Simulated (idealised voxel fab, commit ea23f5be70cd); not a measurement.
Process module, titled voxel air gaps
Each square cell in cross-section cut measures 5 nm, and the section as a whole is 165 nm wide.
When this document writes out a cross-section, it uses a grid of square cells and lists it as bands, beginning at the top and moving down, with a band standing for one or more rows of cells.
In this notation a band is specified by the heights of its top and bottom, in that order and in nm, after which its materials appear from left to right, each paired with its width in nm. The word "all across" attached to a single material means that material fills the band from edge to edge; the word "empty" stands for empty space.
Zero point of the height axis is 0; under it, received wafer = one material. Lowest band: continues down indefinitely, "0 down".
With a width like "30->40", each row of cells in the band differs from the next by the same amount, the top row carrying the first number and the bottom row the second.
Given "nothing was modified" for a step, no cell of the cross-section differs between before and after that step.
Reported under the label "Closed void catalog" are the empty spaces having no open way to the top and comprising 8 cells or more; the notation for each is width x height at distance, in which the distance is measured from the left edge and all three values are in nm.
That trailing text on a step's line, after the settings, is the simulator's own remark on the step.
For masked steps, "overlay nm" on the step line gives how far right of plan the mask actually lay; a minus sign means it lay to the left.

This section lists the process steps that were planned
- 1: RECEIVE (material Si)
- 2: CONFORMAL_DEP (material SiO2; thk nm 10)
- 3: CONFORMAL_DEP (material SiN; thk nm 5)
- 4: DIRECTIONAL_DEP (material lowk; thk nm 35)
- 5: PATTERN (tone open; mask id LINES; material resist; width nm 15; pitch nm 40; thk nm 15; overlay nm 0)
- 6: DIRECTIONAL_ETCH (etch materials lowk; depth nm 35)
- 7: STRIP (etch materials resist)
- 8: CONFORMAL_DEP (material TiN; thk nm 5)
- 9: FILL_DEP (material W; thk nm 5)
- 10: CMP (height nm 50)
- 11: EPI (material Ru; thk nm 10)
- 12: SELECTIVE_ETCH (etch materials lowk; depth nm 45)
- 13: CONFORMAL_DEP (material SiCN; thk nm 5)

As received, after step 1
  0 down | Si all across
  Closed void catalog: none

The first of the two wafers as seen in cross-section once the module was finished; processing followed the plan
  65 to 60 | empty: 20  SiCN: 125  empty: 20
  60 to 50 | empty: 20  SiCN: 5  Ru: 35  SiCN: 5  Ru: 35  SiCN: 5  Ru: 35  SiCN: 5  empty: 20
  50 to 45 | empty: 20  SiCN: 15  TiN: 5  W: 5  TiN: 5  SiCN: 25  TiN: 5  W: 5  TiN: 5  SiCN: 25  TiN: 5  W: 5  TiN: 5  SiCN: 15  empty: 20
  45 to 20 | empty: 30  SiCN: 5  TiN: 5  W: 5  TiN: 5  SiCN: 5  empty: 15  SiCN: 5  TiN: 5  W: 5  TiN: 5  SiCN: 5  empty: 15  SiCN: 5  TiN: 5  W: 5  TiN: 5  SiCN: 5  empty: 30
  20 to 15 | SiCN: 35  TiN: 15  SiCN: 25  TiN: 15  SiCN: 25  TiN: 15  SiCN: 35
  15 to 10 | SiN all across
  10 to 0 | SiO2 all across
  0 down | Si all across
  Closed void catalog: 15 x 25 at 55; 15 x 25 at 95

Wafer two (of two), end-of-module cross-section: start = wafer one, plan = wafer one, one run mistake
  65 to 60 | SiCN all across
  60 to 50 | Ru all across
  50 to 45 | TiN: 40  W: 5  TiN: 35  W: 5  TiN: 35  W: 5  TiN: 40
  45 to 15 | lowk: 35  TiN: 5  W: 5  TiN: 5  lowk: 25  TiN: 5  W: 5  TiN: 5  lowk: 25  TiN: 5  W: 5  TiN: 5  lowk: 35
  15 to 10 | lowk: 35  TiN: 15  lowk: 25  TiN: 15  lowk: 25  TiN: 15  lowk: 35
  10 to 0 | SiO2 all across
  0 down | Si all across
  Closed void catalog: none
Misprocessing identified: heads up, step 3 of the plan was skipped and never actually ran
End of process, cell counts, second wafer against first, materials with more or fewer: 24 more of Ru; 70 fewer of SiCN; 33 fewer of SiN; 30 more of TiN; 3 more of W; 168 more of lowk
Final count of closed voids per wafer: 2 in the first, 0 in the second.
